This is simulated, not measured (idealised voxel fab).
Herein follows the process module entitled voxel wiring stack.
270 nm wide, 5 nm square cells: that's cross-section cut.
A cross-section is written here as square cells arranged in a grid, and it is given in bands from the top down, each band taking up one or more rows of cells.
Band: top and bottom heights (nm) first, top before bottom; then materials from left to right, widths in nm. "throughout" marks a sole material filling the band edge to edge. "blank" denotes empty space.
Heights are expressed relative to 0, this being the level below which the as-received wafer comprises one material exclusively. The lowest band is unbounded in the downward direction and is denoted as in "0 and below".
With a width like "30..40", each row of cells in the band differs from the next by the same amount, the top row carrying the first number and the bottom row the second.
The designation "no change", where it is given for a processing step, indicates that no cell of the cross-section was altered in the course of that step.
In "closed voids" the enclosed voids are listed, meaning empty spaces of 8 cells or larger without any opening to the top. The form is width x height at distance, distance from the left edge, units nm.
The remark found on a step's line after its settings is issued by the simulator itself and pertains to that step.
You can add "overlay nm" to a step's line. For a step with a mask, it describes how far the mask lay to the right of its planned position, and a negative number describes a lay to the left.
Pairs ahead. Before: cross-section ahead of one process step. After: cross-section once the step is done, shown to the lowest changed band only. Under each pair: that step, with settings. Caution: pairs may come from different runs of this module on the same starting wafer; a pair follows the pair above only where its "Before the process" entry says so.

### Before the process
- 125 down to 115  55 nm aC, 25 nm blank, 20 nm aC, 25 nm blank, 20 nm aC, 25 nm blank, 20 nm aC, 25 nm blank, 55 nm aC
- 115 down to 100  55 nm lowk, 25 nm blank, 20 nm lowk, 25 nm blank, 20 nm lowk, 25 nm blank, 20 nm lowk, 25 nm blank, 55 nm lowk
- 100 down to 85  55 nm lowk, 15 nm blank, 75 nm lowk, 15 nm blank, 110 nm lowk
- 85 down to 80  55 nm SiCN, 15 nm blank, 75 nm SiCN, 15 nm blank, 110 nm SiCN
- 80 down to 60  55 nm lowk, 5 nm TiN, 15 nm Cu, 5 nm TiN, 20 nm lowk, 5 nm TiN, 15 nm Cu, 5 nm TiN, 20 nm lowk, 5 nm TiN, 15 nm Cu, 5 nm TiN, 20 nm lowk, 5 nm TiN, 15 nm Cu, 5 nm TiN, 55 nm lowk
- 60 down to 55  55 nm SiN, 25 nm TiN, 20 nm SiN, 25 nm TiN, 20 nm SiN, 25 nm TiN, 20 nm SiN, 25 nm TiN, 55 nm SiN
- 55 down to 45  55 nm SiO2, 15 nm Ru, 30 nm SiO2, 15 nm Ru, 30 nm SiO2, 15 nm Ru, 30 nm SiO2, 15 nm Ru, 65 nm SiO2
- 45 down to 40  55 nm SiCN, 15 nm Ru, 30 nm SiCN, 15 nm Ru, 30 nm SiCN, 15 nm Ru, 30 nm SiCN, 15 nm Ru, 65 nm SiCN
- 40 down to 25  55 nm SiO2, 5 nm TiN, 15 nm Ru, 5 nm TiN, 20 nm SiO2, 5 nm TiN, 15 nm Ru, 5 nm TiN, 20 nm SiO2, 5 nm TiN, 15 nm Ru, 5 nm TiN, 20 nm SiO2, 5 nm TiN, 15 nm Ru, 5 nm TiN, 55 nm SiO2
- 25 down to 20  55 nm SiO2, 25 nm TiN, 20 nm SiO2, 25 nm TiN, 20 nm SiO2, 25 nm TiN, 20 nm SiO2, 25 nm TiN, 55 nm SiO2
- 20 down to 5  SiO2 throughout
- 5 down to 0  SiCN throughout
- 0 and below  Si throughout
- closed voids: none

### Post-Step Cross-Section
- 115 down to 100  55 nm lowk, 25 nm blank, 20 nm lowk, 25 nm blank, 20 nm lowk, 25 nm blank, 20 nm lowk, 25 nm blank, 55 nm lowk
- Below 100, no change.
- closed voids: none
What is the step between the two cross-sections above? STRIP (etch materials aC)

Before the process: same picture as after in the pair right above, so we don't repeat it.

### Post-Step Cross-Section
- 120 down to 115  60 nm TiN, 15 nm blank, 30 nm TiN, 15 nm blank, 30 nm TiN, 15 nm blank, 30 nm TiN, 15 nm blank, 60 nm TiN
- 115 down to 105  55 nm lowk, 5 nm TiN, 15 nm blank, 5 nm TiN, 20 nm lowk, 5 nm TiN, 15 nm blank, 5 nm TiN, 20 nm lowk, 5 nm TiN, 15 nm blank, 5 nm TiN, 20 nm lowk, 5 nm TiN, 15 nm blank, 5 nm TiN, 55 nm lowk
- 105 down to 100  55 nm lowk, 5 nm TiN, 5 nm blank, 15 nm TiN, 20 nm lowk, 25 nm TiN, 20 nm lowk, 5 nm TiN, 5 nm blank, 15 nm TiN, 20 nm lowk, 25 nm TiN, 55 nm lowk
- 100 down to 85  55 nm lowk, 5 nm TiN, 5 nm blank, 5 nm TiN, 75 nm lowk, 5 nm TiN, 5 nm blank, 5 nm TiN, 110 nm lowk
- 85 down to 80  55 nm SiCN, 15 nm TiN, 75 nm SiCN, 15 nm TiN, 110 nm SiCN
- Below 80, no change.
- closed voids: none
What is the step between the two cross-sections above? CONFORMAL_DEP (material TiN; thk nm 5)

Before the process: same picture as after in the pair right above, so we don't repeat it.

### Post-Step Cross-Section
- 130 down to 120  Cu throughout
- 120 down to 115  60 nm TiN, 15 nm Cu, 30 nm TiN, 15 nm Cu, 30 nm TiN, 15 nm Cu, 30 nm TiN, 15 nm Cu, 60 nm TiN
- 115 down to 105  55 nm lowk, 5 nm TiN, 15 nm Cu, 5 nm TiN, 20 nm lowk, 5 nm TiN, 15 nm Cu, 5 nm TiN, 20 nm lowk, 5 nm TiN, 15 nm Cu, 5 nm TiN, 20 nm lowk, 5 nm TiN, 15 nm Cu, 5 nm TiN, 55 nm lowk
- 105 down to 100  55 nm lowk, 5 nm TiN, 5 nm Cu, 15 nm TiN, 20 nm lowk, 25 nm TiN, 20 nm lowk, 5 nm TiN, 5 nm Cu, 15 nm TiN, 20 nm lowk, 25 nm TiN, 55 nm lowk
- 100 down to 85  55 nm lowk, 5 nm TiN, 5 nm Cu, 5 nm TiN, 75 nm lowk, 5 nm TiN, 5 nm Cu, 5 nm TiN, 110 nm lowk
- Below 85, no change.
- closed voids: none
What is the step between the two cross-sections above? FILL_DEP (material Cu; thk nm 10)

Before the process: same picture as after in the pair right above, so we don't repeat it.

### Post-Step Cross-Section
- 115 down to 105  55 nm lowk, 5 nm TiN, 15 nm Cu, 5 nm TiN, 20 nm lowk, 5 nm TiN, 15 nm Cu, 5 nm TiN, 20 nm lowk, 5 nm TiN, 15 nm Cu, 5 nm TiN, 20 nm lowk, 5 nm TiN, 15 nm Cu, 5 nm TiN, 55 nm lowk
- Below 105, no change.
- closed voids: none
What is the step between the two cross-sections above? CMP (height nm 115)

Before the process: same picture as after in the pair right above, so we don't repeat it.

### Post-Step Cross-Section
- 120 down to 115  SiN throughout
- Below 115, no change.
- closed voids: none
What is the step between the two cross-sections above? CONFORMAL_DEP (material SiN; thk nm 5)

### Before the process
- 20 down to 15  SiCN throughout
- 15 down to 0  SiO2 throughout
- 0 and below  Si throughout
- closed voids: none

### Post-Step Cross-Section
- 35 down to 20  SiO2 throughout
- Below 20, no change.
- closed voids: none
What is the step between the two cross-sections above? DIRECTIONAL_DEP (material SiO2; thk nm 15)

Before the process: same picture as after in the pair right above, so we don't repeat it.

### Post-Step Cross-Section
- 55 down to 35  55 nm resist, 25 nm blank, 20 nm resist, 25 nm blank, 20 nm resist, 25 nm blank, 20 nm resist, 25 nm blank, 55 nm resist
- Below 35, no change.
- closed voids: none
What is the step between the two cross-sections above? PATTERN (tone open; mask id METAL_1; material resist; width nm 25; pitch nm 45; thk nm 20; overlay nm 0)

Before the process: same picture as after in the pair right above, so we don't repeat it.

### Post-Step Cross-Section
- 55 down to 35  55 nm resist, 25 nm blank, 20 nm resist, 25 nm blank, 20 nm resist, 25 nm blank, 20 nm resist, 25 nm blank, 55 nm resist
- 35 down to 20  55 nm SiO2, 25 nm blank, 20 nm SiO2, 25 nm blank, 20 nm SiO2, 25 nm blank, 20 nm SiO2, 25 nm blank, 55 nm SiO2
- Below 20, no change.
- closed voids: none
What is the step between the two cross-sections above? DIRECTIONAL_ETCH (etch materials SiO2; depth nm 20)

Before the process: same picture as after in the pair right above, so we don't repeat it.

### Post-Step Cross-Section
- 55 down to 35  55 nm resist, 25 nm blank, 20 nm resist, 25 nm blank, 20 nm resist, 25 nm blank, 20 nm resist, 25 nm blank, 55 nm resist
- 35 down to 20  55 nm SiO2, 25 nm blank, 20 nm SiO2, 25 nm blank, 20 nm SiO2, 25 nm blank, 20 nm SiO2, 25 nm blank, 55 nm SiO2
- 20 down to 15  55 nm SiCN, 25 nm blank, 20 nm SiCN, 25 nm blank, 20 nm SiCN, 25 nm blank, 20 nm SiCN, 25 nm blank, 55 nm SiCN
- Below 15, no change.
- closed voids: none
What is the step between the two cross-sections above? DIRECTIONAL_ETCH (etch materials SiCN; depth nm 5)

Before the process: same picture as after in the pair right above, so we don't repeat it.

### Post-Step Cross-Section
- 35 down to 20  55 nm SiO2, 25 nm blank, 20 nm SiO2, 25 nm blank, 20 nm SiO2, 25 nm blank, 20 nm SiO2, 25 nm blank, 55 nm SiO2
- Below 20, no change.
- closed voids: none
What is the step between the two cross-sections above? STRIP (etch materials resist)

Before the process: same picture as after in the pair right above, so we don't repeat it.

### Post-Step Cross-Section
- 40 down to 35  60 nm TiN, 15 nm blank, 30 nm TiN, 15 nm blank, 30 nm TiN, 15 nm blank, 30 nm TiN, 15 nm blank, 60 nm TiN
- 35 down to 20  55 nm SiO2, 5 nm TiN, 15 nm blank, 5 nm TiN, 20 nm SiO2, 5 nm TiN, 15 nm blank, 5 nm TiN, 20 nm SiO2, 5 nm TiN, 15 nm blank, 5 nm TiN, 20 nm SiO2, 5 nm TiN, 15 nm blank, 5 nm TiN, 55 nm SiO2
- 20 down to 15  55 nm SiCN, 25 nm TiN, 20 nm SiCN, 25 nm TiN, 20 nm SiCN, 25 nm TiN, 20 nm SiCN, 25 nm TiN, 55 nm SiCN
- Below 15, no change.
- closed voids: none
What is the step between the two cross-sections above? CONFORMAL_DEP (material TiN; thk nm 5)

Before the process: same picture as after in the pair right above, so we don't repeat it.

### Post-Step Cross-Section
- 45 down to 40  Ru throughout
- 40 down to 35  60 nm TiN, 15 nm Ru, 30 nm TiN, 15 nm Ru, 30 nm TiN, 15 nm Ru, 30 nm TiN, 15 nm Ru, 60 nm TiN
- 35 down to 20  55 nm SiO2, 5 nm TiN, 15 nm Ru, 5 nm TiN, 20 nm SiO2, 5 nm TiN, 15 nm Ru, 5 nm TiN, 20 nm SiO2, 5 nm TiN, 15 nm Ru, 5 nm TiN, 20 nm SiO2, 5 nm TiN, 15 nm Ru, 5 nm TiN, 55 nm SiO2
- Below 20, no change.
- closed voids: none
What is the step between the two cross-sections above? FILL_DEP (material Ru; thk nm 5)

Before the process: same picture as after in the pair right above, so we don't repeat it.

### Post-Step Cross-Section
- 40 down to 35  60 nm TiN, 15 nm Ru, 30 nm TiN, 15 nm Ru, 30 nm TiN, 15 nm Ru, 30 nm TiN, 15 nm Ru, 60 nm TiN
- Below 35, no change.
- closed voids: none
What is the step between the two cross-sections above? CMP (height nm 40)

Before the process: same picture as after in the pair right above, so we don't repeat it.

### Post-Step Cross-Section
- 45 down to 40  SiCN throughout
- Below 40, no change.
- closed voids: none
What is the step between the two cross-sections above? CONFORMAL_DEP (material SiCN; thk nm 5)

Before the process: same picture as after in the pair right above, so we don't repeat it.

### Post-Step Cross-Section
- 55 down to 45  SiO2 throughout
- Below 45, no change.
- closed voids: none
What is the step between the two cross-sections above? DIRECTIONAL_DEP (material SiO2; thk nm 10)

Before the process: same picture as after in the pair right above, so we don't repeat it.

### Post-Step Cross-Section
- 75 down to 55  55 nm resist, 15 nm blank, 30 nm resist, 15 nm blank, 30 nm resist, 15 nm blank, 30 nm resist, 15 nm blank, 65 nm resist
- Below 55, no change.
- closed voids: none
What is the step between the two cross-sections above? PATTERN (tone open; mask id PLUG_1; material resist; width nm 15; pitch nm 45; thk nm 20; overlay nm 0)

Before the process: same picture as after in the pair right above, so we don't repeat it.

### Post-Step Cross-Section
- 75 down to 55  55 nm resist, 15 nm blank, 30 nm resist, 15 nm blank, 30 nm resist, 15 nm blank, 30 nm resist, 15 nm blank, 65 nm resist
- 55 down to 45  55 nm SiO2, 15 nm blank, 30 nm SiO2, 15 nm blank, 30 nm SiO2, 15 nm blank, 30 nm SiO2, 15 nm blank, 65 nm SiO2
- Below 45, no change.
- closed voids: none
What is the step between the two cross-sections above? DIRECTIONAL_ETCH (etch materials SiO2; depth nm 10)

Before the process: same picture as after in the pair right above, so we don't repeat it.

### Post-Step Cross-Section
- 75 down to 55  55 nm resist, 15 nm blank, 30 nm resist, 15 nm blank, 30 nm resist, 15 nm blank, 30 nm resist, 15 nm blank, 65 nm resist
- 55 down to 45  55 nm SiO2, 15 nm blank, 30 nm SiO2, 15 nm blank, 30 nm SiO2, 15 nm blank, 30 nm SiO2, 15 nm blank, 65 nm SiO2
- 45 down to 40  55 nm SiCN, 15 nm blank, 30 nm SiCN, 15 nm blank, 30 nm SiCN, 15 nm blank, 30 nm SiCN, 15 nm blank, 65 nm SiCN
- Below 40, no change.
- closed voids: none
What is the step between the two cross-sections above? DIRECTIONAL_ETCH (etch materials SiCN; depth nm 5)

Before the process: same picture as after in the pair right above, so we don't repeat it.

### Post-Step Cross-Section
- 55 down to 45  55 nm SiO2, 15 nm blank, 30 nm SiO2, 15 nm blank, 30 nm SiO2, 15 nm blank, 30 nm SiO2, 15 nm blank, 65 nm SiO2
- Below 45, no change.
- closed voids: none
What is the step between the two cross-sections above? STRIP (etch materials resist)

Before the process: same picture as after in the pair right above, so we don't repeat it.

### Post-Step Cross-Section
- 55 down to 50  55 nm SiO2, 15 nm blank, 30 nm SiO2, 15 nm blank, 30 nm SiO2, 15 nm blank, 30 nm SiO2, 15 nm blank, 65 nm SiO2
- 50 down to 45  55 nm SiO2, 15 nm Ru, 30 nm SiO2, 15 nm Ru, 30 nm SiO2, 15 nm Ru, 30 nm SiO2, 15 nm Ru, 65 nm SiO2
- 45 down to 40  55 nm SiCN, 15 nm Ru, 30 nm SiCN, 15 nm Ru, 30 nm SiCN, 15 nm Ru, 30 nm SiCN, 15 nm Ru, 65 nm SiCN
- Below 40, no change.
- closed voids: none
What is the step between the two cross-sections above? EPI (material Ru; thk nm 10)

Before the process: same picture as after in the pair right above, so we don't repeat it.

### Post-Step Cross-Section
- 55 down to 45  55 nm SiO2, 15 nm Ru, 30 nm SiO2, 15 nm Ru, 30 nm SiO2, 15 nm Ru, 30 nm SiO2, 15 nm Ru, 65 nm SiO2
- Below 45, no change.
- closed voids: none
What is the step between the two cross-sections above? EPI (material Ru; thk nm 5)

Before the process: same picture as after in the pair right above, so we don't repeat it.

### Post-Step Cross-Section
- 60 down to 55  SiN throughout
- Below 55, no change.
- closed voids: none
What is the step between the two cross-sections above? CONFORMAL_DEP (material SiN; thk nm 5)

Before the process: same picture as after in the pair right above, so we don't repeat it.

### Post-Step Cross-Section
- 80 down to 60  lowk throughout
- Below 60, no change.
- closed voids: none
What is the step between the two cross-sections above? DIRECTIONAL_DEP (material lowk; thk nm 20)

Before the process: same picture as after in the pair right above, so we don't repeat it.

### Post-Step Cross-Section
- 100 down to 80  55 nm resist, 25 nm blank, 20 nm resist, 25 nm blank, 20 nm resist, 25 nm blank, 20 nm resist, 25 nm blank, 55 nm resist
- Below 80, no change.
- closed voids: none
What is the step between the two cross-sections above? PATTERN (tone open; mask id METAL_2; material resist; width nm 25; pitch nm 45; thk nm 20; overlay nm 0)

Before the process: same picture as after in the pair right above, so we don't repeat it.

### Post-Step Cross-Section
- 100 down to 80  55 nm resist, 25 nm blank, 20 nm resist, 25 nm blank, 20 nm resist, 25 nm blank, 20 nm resist, 25 nm blank, 55 nm resist
- 80 down to 60  55 nm lowk, 25 nm blank, 20 nm lowk, 25 nm blank, 20 nm lowk, 25 nm blank, 20 nm lowk, 25 nm blank, 55 nm lowk
- Below 60, no change.
- closed voids: none
What is the step between the two cross-sections above? DIRECTIONAL_ETCH (etch materials lowk; depth nm 20)

Before the process: same picture as after in the pair right above, so we don't repeat it.

### Post-Step Cross-Section
- 100 down to 80  55 nm resist, 25 nm blank, 20 nm resist, 25 nm blank, 20 nm resist, 25 nm blank, 20 nm resist, 25 nm blank, 55 nm resist
- 80 down to 60  55 nm lowk, 25 nm blank, 20 nm lowk, 25 nm blank, 20 nm lowk, 25 nm blank, 20 nm lowk, 25 nm blank, 55 nm lowk
- 60 down to 55  55 nm SiN, 25 nm blank, 20 nm SiN, 25 nm blank, 20 nm SiN, 25 nm blank, 20 nm SiN, 25 nm blank, 55 nm SiN
- Below 55, no change.
- closed voids: none
What is the step between the two cross-sections above? DIRECTIONAL_ETCH (etch materials SiN; depth nm 5)

Before the process: same picture as after in the pair right above, so we don't repeat it.

### Post-Step Cross-Section
- 80 down to 60  55 nm lowk, 25 nm blank, 20 nm lowk, 25 nm blank, 20 nm lowk, 25 nm blank, 20 nm lowk, 25 nm blank, 55 nm lowk
- Below 60, no change.
- closed voids: none
What is the step between the two cross-sections above? STRIP (etch materials resist)

Before the process: same picture as after in the pair right above, so we don't repeat it.

### Post-Step Cross-Section
- 85 down to 80  60 nm TiN, 15 nm blank, 30 nm TiN, 15 nm blank, 30 nm TiN, 15 nm blank, 30 nm TiN, 15 nm blank, 60 nm TiN
- 80 down to 60  55 nm lowk, 5 nm TiN, 15 nm blank, 5 nm TiN, 20 nm lowk, 5 nm TiN, 15 nm blank, 5 nm TiN, 20 nm lowk, 5 nm TiN, 15 nm blank, 5 nm TiN, 20 nm lowk, 5 nm TiN, 15 nm blank, 5 nm TiN, 55 nm lowk
- 60 down to 55  55 nm SiN, 25 nm TiN, 20 nm SiN, 25 nm TiN, 20 nm SiN, 25 nm TiN, 20 nm SiN, 25 nm TiN, 55 nm SiN
- Below 55, no change.
- closed voids: none
What is the step between the two cross-sections above? CONFORMAL_DEP (material TiN; thk nm 5)

Before the process: same picture as after in the pair right above, so we don't repeat it.

### Post-Step Cross-Section
- 90 down to 85  Cu throughout
- 85 down to 80  60 nm TiN, 15 nm Cu, 30 nm TiN, 15 nm Cu, 30 nm TiN, 15 nm Cu, 30 nm TiN, 15 nm Cu, 60 nm TiN
- 80 down to 60  55 nm lowk, 5 nm TiN, 15 nm Cu, 5 nm TiN, 20 nm lowk, 5 nm TiN, 15 nm Cu, 5 nm TiN, 20 nm lowk, 5 nm TiN, 15 nm Cu, 5 nm TiN, 20 nm lowk, 5 nm TiN, 15 nm Cu, 5 nm TiN, 55 nm lowk
- Below 60, no change.
- closed voids: none
What is the step between the two cross-sections above? FILL_DEP (material Cu; thk nm 5)

Before the process: same picture as after in the pair right above, so we don't repeat it.

### Post-Step Cross-Section
- 80 down to 60  55 nm lowk, 5 nm TiN, 15 nm Cu, 5 nm TiN, 20 nm lowk, 5 nm TiN, 15 nm Cu, 5 nm TiN, 20 nm lowk, 5 nm TiN, 15 nm Cu, 5 nm TiN, 20 nm lowk, 5 nm TiN, 15 nm Cu, 5 nm TiN, 55 nm lowk
- Below 60, no change.
- closed voids: none
What is the step between the two cross-sections above? CMP (height nm 80)

Before the process: same picture as after in the pair right above, so we don't repeat it.

### Post-Step Cross-Section
- 85 down to 80  SiCN throughout
- Below 80, no change.
- closed voids: none
What is the step between the two cross-sections above? CONFORMAL_DEP (material SiCN; thk nm 5)

Before the process: same picture as after in the pair right above, so we don't repeat it.

### Post-Step Cross-Section
- 115 down to 85  lowk throughout
- Below 85, no change.
- closed voids: none
What is the step between the two cross-sections above? DIRECTIONAL_DEP (material lowk; thk nm 30)

Before the process: same picture as after in the pair right above, so we don't repeat it.

### Post-Step Cross-Section
- 115 down to 85  55 nm lowk, 15 nm blank, 75 nm lowk, 15 nm blank, 110 nm lowk
- Below 85, no change.
- closed voids: none
What is the step between the two cross-sections above? MASKED_ETCH (tone open; mask id METAL_3_HOLES; width nm 15; pitch nm 90; etch materials lowk; depth nm 30; overlay nm 0)

Before the process: same picture as after in the pair right above, so we don't repeat it.

### Post-Step Cross-Section
- 125 down to 115  55 nm aC, 15 nm blank, 75 nm aC, 15 nm blank, 110 nm aC
- 115 down to 95  55 nm lowk, 15 nm blank, 75 nm lowk, 15 nm blank, 110 nm lowk
- 95 down to 85  55 nm lowk, 15 nm aC, 75 nm lowk, 15 nm aC, 110 nm lowk
- Below 85, no change.
- closed voids: none
What is the step between the two cross-sections above? DIRECTIONAL_DEP (material aC; thk nm 10)

Before the process: same picture as after in the pair right above, so we don't repeat it.

### Post-Step Cross-Section
- 150 down to 125  55 nm resist, 25 nm blank, 20 nm resist, 25 nm blank, 20 nm resist, 25 nm blank, 20 nm resist, 25 nm blank, 55 nm resist
- Below 125, no change.
- closed voids: none
What is the step between the two cross-sections above? PATTERN (tone open; mask id METAL_3; material resist; width nm 25; pitch nm 45; thk nm 25; overlay nm 0)

Before the process: same picture as after in the pair right above, so we don't repeat it.

### Post-Step Cross-Section
- 140 down to 125  55 nm resist, 25 nm blank, 20 nm resist, 25 nm blank, 20 nm resist, 25 nm blank, 20 nm resist, 25 nm blank, 55 nm resist
- 125 down to 115  55 nm aC, 25 nm blank, 20 nm aC, 25 nm blank, 20 nm aC, 25 nm blank, 20 nm aC, 25 nm blank, 55 nm aC
- 115 down to 85  55 nm lowk, 15 nm blank, 75 nm lowk, 15 nm blank, 110 nm lowk
- Below 85, no change.
- closed voids: none
What is the step between the two cross-sections above? DIRECTIONAL_ETCH (etch materials aC; depth nm 10)

Before the process: same picture as after in the pair right above, so we don't repeat it.

### Post-Step Cross-Section
- 125 down to 115  55 nm aC, 25 nm blank, 20 nm aC, 25 nm blank, 20 nm aC, 25 nm blank, 20 nm aC, 25 nm blank, 55 nm aC
- Below 115, no change.
- closed voids: none
What is the step between the two cross-sections above? STRIP (etch materials resist)

Before the process: same picture as after in the pair right above, so we don't repeat it.

### Post-Step Cross-Section
- 125 down to 115  55 nm aC, 25 nm blank, 20 nm aC, 25 nm blank, 20 nm aC, 25 nm blank, 20 nm aC, 25 nm blank, 55 nm aC
- 115 down to 100  55 nm lowk, 25 nm blank, 20 nm lowk, 25 nm blank, 20 nm lowk, 25 nm blank, 20 nm lowk, 25 nm blank, 55 nm lowk
- Below 100, no change.
- closed voids: none
What is the step between the two cross-sections above? DIRECTIONAL_ETCH (etch materials lowk; depth nm 15)

Before the process: same picture as after in the pair right above, so we don't repeat it.

### Post-Step Cross-Section
- 125 down to 115  55 nm aC, 25 nm blank, 20 nm aC, 25 nm blank, 20 nm aC, 25 nm blank, 20 nm aC, 25 nm blank, 55 nm aC
- 115 down to 100  55 nm lowk, 25 nm blank, 20 nm lowk, 25 nm blank, 20 nm lowk, 25 nm blank, 20 nm lowk, 25 nm blank, 55 nm lowk
- 100 down to 85  55 nm lowk, 15 nm blank, 75 nm lowk, 15 nm blank, 110 nm lowk
- 85 down to 80  55 nm SiCN, 15 nm blank, 75 nm SiCN, 15 nm blank, 110 nm SiCN
- Below 80, no change.
- closed voids: none
What is the step between the two cross-sections above? DIRECTIONAL_ETCH (etch materials SiCN; depth nm 5)

Before the process: same picture as after in the pair right above, so we don't repeat it.

### Post-Step Cross-Section
- 115 down to 100  55 nm lowk, 25 nm blank, 20 nm lowk, 25 nm blank, 20 nm lowk, 25 nm blank, 20 nm lowk, 25 nm blank, 55 nm lowk
- Below 100, no change.
- closed voids: none
What is the step between the two cross-sections above? STRIP (etch materials aC)

Before the process: same picture as after in the pair right above, so we don't repeat it.

### Post-Step Cross-Section
- 120 down to 115  60 nm TiN, 15 nm blank, 30 nm TiN, 15 nm blank, 30 nm TiN, 15 nm blank, 30 nm TiN, 15 nm blank, 60 nm TiN
- 115 down to 105  55 nm lowk, 5 nm TiN, 15 nm blank, 5 nm TiN, 20 nm lowk, 5 nm TiN, 15 nm blank, 5 nm TiN, 20 nm lowk, 5 nm TiN, 15 nm blank, 5 nm TiN, 20 nm lowk, 5 nm TiN, 15 nm blank, 5 nm TiN, 55 nm lowk
- 105 down to 100  55 nm lowk, 5 nm TiN, 5 nm blank, 15 nm TiN, 20 nm lowk, 25 nm TiN, 20 nm lowk, 5 nm TiN, 5 nm blank, 15 nm TiN, 20 nm lowk, 25 nm TiN, 55 nm lowk
- 100 down to 85  55 nm lowk, 5 nm TiN, 5 nm blank, 5 nm TiN, 75 nm lowk, 5 nm TiN, 5 nm blank, 5 nm TiN, 110 nm lowk
- 85 down to 80  55 nm SiCN, 15 nm TiN, 75 nm SiCN, 15 nm TiN, 110 nm SiCN
- Below 80, no change.
- closed voids: none
What is the step between the two cross-sections above? CONFORMAL_DEP (material TiN; thk nm 5)

Before the process: same picture as after in the pair right above, so we don't repeat it.

### Post-Step Cross-Section
- 130 down to 120  Cu throughout
- 120 down to 115  60 nm TiN, 15 nm Cu, 30 nm TiN, 15 nm Cu, 30 nm TiN, 15 nm Cu, 30 nm TiN, 15 nm Cu, 60 nm TiN
- 115 down to 105  55 nm lowk, 5 nm TiN, 15 nm Cu, 5 nm TiN, 20 nm lowk, 5 nm TiN, 15 nm Cu, 5 nm TiN, 20 nm lowk, 5 nm TiN, 15 nm Cu, 5 nm TiN, 20 nm lowk, 5 nm TiN, 15 nm Cu, 5 nm TiN, 55 nm lowk
- 105 down to 100  55 nm lowk, 5 nm TiN, 5 nm Cu, 15 nm TiN, 20 nm lowk, 25 nm TiN, 20 nm lowk, 5 nm TiN, 5 nm Cu, 15 nm TiN, 20 nm lowk, 25 nm TiN, 55 nm lowk
- 100 down to 85  55 nm lowk, 5 nm TiN, 5 nm Cu, 5 nm TiN, 75 nm lowk, 5 nm TiN, 5 nm Cu, 5 nm TiN, 110 nm lowk
- Below 85, no change.
- closed voids: none
What is the step between the two cross-sections above? FILL_DEP (material Cu; thk nm 10)

Before the process: same picture as after in the pair right above, so we don't repeat it.

### Post-Step Cross-Section
- 115 down to 105  55 nm lowk, 5 nm TiN, 15 nm Cu, 5 nm TiN, 20 nm lowk, 5 nm TiN, 15 nm Cu, 5 nm TiN, 20 nm lowk, 5 nm TiN, 15 nm Cu, 5 nm TiN, 20 nm lowk, 5 nm TiN, 15 nm Cu, 5 nm TiN, 55 nm lowk
- Below 105, no change.
- closed voids: none
What is the step between the two cross-sections above? CMP (height nm 115)

Before the process: same picture as after in the pair right above, so we don't repeat it.

### Post-Step Cross-Section
- 120 down to 115  SiN throughout
- Below 115, no change.
- closed voids: none
What is the step between the two cross-sections above? CONFORMAL_DEP (material SiN; thk nm 5)

### Before the process
- 80 down to 60  lowk throughout
- 60 down to 55  SiN throughout
- 55 down to 45  55 nm SiO2, 15 nm Ru, 30 nm SiO2, 15 nm Ru, 30 nm SiO2, 15 nm Ru, 30 nm SiO2, 15 nm Ru, 65 nm SiO2
- 45 down to 40  55 nm SiCN, 15 nm Ru, 30 nm SiCN, 15 nm Ru, 30 nm SiCN, 15 nm Ru, 30 nm SiCN, 15 nm Ru, 65 nm SiCN
- 40 down to 20  55 nm SiO2, 5 nm TiN, 15 nm Ru, 5 nm TiN, 20 nm SiO2, 5 nm TiN, 15 nm Ru, 5 nm TiN, 20 nm SiO2, 5 nm TiN, 15 nm Ru, 5 nm TiN, 20 nm SiO2, 5 nm TiN, 15 nm Ru, 5 nm TiN, 55 nm SiO2
- 20 down to 15  55 nm SiCN, 25 nm TiN, 20 nm SiCN, 25 nm TiN, 20 nm SiCN, 25 nm TiN, 20 nm SiCN, 25 nm TiN, 55 nm SiCN
- 15 down to 0  SiO2 throughout
- 0 and below  Si throughout
- closed voids: none

### Post-Step Cross-Section
- 100 down to 80  60 nm resist, 20 nm blank, 25 nm resist, 20 nm blank, 25 nm resist, 20 nm blank, 25 nm resist, 20 nm blank, 55 nm resist
- Below 80, no change.
- closed voids: none
What is the step between the two cross-sections above? PATTERN (tone open; mask id METAL_2; material resist; width nm 20; pitch nm 45; thk nm 20; overlay nm 0)

Before the process: same picture as after in the pair right above, so we don't repeat it.

### Post-Step Cross-Section
- 100 down to 80  60 nm resist, 20 nm blank, 25 nm resist, 20 nm blank, 25 nm resist, 20 nm blank, 25 nm resist, 20 nm blank, 55 nm resist
- 80 down to 60  60 nm lowk, 20 nm blank, 25 nm lowk, 20 nm blank, 25 nm lowk, 20 nm blank, 25 nm lowk, 20 nm blank, 55 nm lowk
- Below 60, no change.
- closed voids: none
What is the step between the two cross-sections above? DIRECTIONAL_ETCH (etch materials lowk; depth nm 20)

Before the process: same picture as after in the pair right above, so we don't repeat it.

### Post-Step Cross-Section
- 100 down to 80  60 nm resist, 20 nm blank, 25 nm resist, 20 nm blank, 25 nm resist, 20 nm blank, 25 nm resist, 20 nm blank, 55 nm resist
- 80 down to 60  60 nm lowk, 20 nm blank, 25 nm lowk, 20 nm blank, 25 nm lowk, 20 nm blank, 25 nm lowk, 20 nm blank, 55 nm lowk
- 60 down to 55  60 nm SiN, 20 nm blank, 25 nm SiN, 20 nm blank, 25 nm SiN, 20 nm blank, 25 nm SiN, 20 nm blank, 55 nm SiN
- Below 55, no change.
- closed voids: none
What is the step between the two cross-sections above? DIRECTIONAL_ETCH (etch materials SiN; depth nm 5)

Before the process: same picture as after in the pair right above, so we don't repeat it.

### Post-Step Cross-Section
- 80 down to 60  60 nm lowk, 20 nm blank, 25 nm lowk, 20 nm blank, 25 nm lowk, 20 nm blank, 25 nm lowk, 20 nm blank, 55 nm lowk
- Below 60, no change.
- closed voids: none
What is the step between the two cross-sections above? STRIP (etch materials resist)

Before the process: same picture as after in the pair right above, so we don't repeat it.

### Post-Step Cross-Section
- 85 down to 80  65 nm TiN, 10 nm blank, 35 nm TiN, 10 nm blank, 35 nm TiN, 10 nm blank, 35 nm TiN, 10 nm blank, 60 nm TiN
- 80 down to 60  60 nm lowk, 5 nm TiN, 10 nm blank, 5 nm TiN, 25 nm lowk, 5 nm TiN, 10 nm blank, 5 nm TiN, 25 nm lowk, 5 nm TiN, 10 nm blank, 5 nm TiN, 25 nm lowk, 5 nm TiN, 10 nm blank, 5 nm TiN, 55 nm lowk
- 60 down to 55  60 nm SiN, 20 nm TiN, 25 nm SiN, 20 nm TiN, 25 nm SiN, 20 nm TiN, 25 nm SiN, 20 nm TiN, 55 nm SiN
- Below 55, no change.
- closed voids: none
What is the step between the two cross-sections above? CONFORMAL_DEP (material TiN; thk nm 5)
